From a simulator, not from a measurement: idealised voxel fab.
This is a process module. Its name is voxel local oxidation.
Section cut is 205 nm wide and gridded with 5 nm square cells.
Reading order for cross-sections: top band down to bottom band. Underlying form: a grid of square cells. Band size: one or more rows of cells. Heads up on the band format: heights come first, top then bottom, in nm. After that it's the materials left to right, each with its width in nm. A single material flagged "everywhere" fills the whole band edge to edge, and "air" means there's empty space there. Note: height 0 marks the level under which the wafer is uniformly one material as received. Lowest band unbounded below, written "z 0 and below". The width entry "30..40" should be interpreted row by row: the top row of cells in the band takes the first number, the bottom row takes the second number, and the change between adjacent rows is uniform throughout. When a step is marked "left unchanged", none of the cells in the cross-section changed during that step. "Sealed void listing" enumerates empty spaces isolated from the top, with no open way to it, that contain at least 8 cells, giving each as width x height at distance from the left edge, all three in nm. The remark found on a step's line after its settings is issued by the simulator itself and pertains to that step. "overlay nm", when on a step's line for a step with a mask, measures how far to the right of its planned place the mask lay; a negative measure means to the left.

Set out below are the planned steps of the process:
step 1: RECEIVE with material Si
step 2: OXIDIZE with depth nm 5
step 3: CONFORMAL_DEP with material SiN, thk nm 15
step 4: DIRECTIONAL_DEP with material aC, thk nm 15
step 5: PATTERN with tone cover, mask id ACTIVE, material resist, width nm 130, thk nm 35, overlay nm 0
step 6: DIRECTIONAL_ETCH with etch materials aC, depth nm 15
step 7: STRIP with etch materials resist
step 8: DIRECTIONAL_ETCH with etch materials SiN, depth nm 15
step 9: STRIP with etch materials aC
step 10: SELECTIVE_ETCH with etch materials SiO2, depth nm 5
step 11: OXIDIZE with depth nm 5
step 12: STRIP with etch materials SiN
Variable across wafers: step 11 depth nm (plan value is that of the first wafer; starting state common to all).

Received condition of the first of several wafers, sectioned: post-step 1:
z 0 and below = Si everywhere
Sealed void listing: none

For your reference, the table is organized with a row per wafer; each row reflects the wafer at the end of the module, indicating for each material the cells gained (+) or lost (-) since receipt, and thereafter its closed voids:
depth nm 5 | -60 Si | +43 SiO2 | Sealed void listing: none
depth nm 10 | -83 Si | +66 SiO2 | Sealed void listing: none
depth nm 15 | -110 Si | +93 SiO2 | Sealed void listing: none
depth nm 20 | -141 Si | +124 SiO2 | Sealed void listing: none
depth nm 25 | -176 Si | +159 SiO2 | Sealed void listing: none
depth nm 30 | -215 Si | +198 SiO2 | Sealed void listing: none
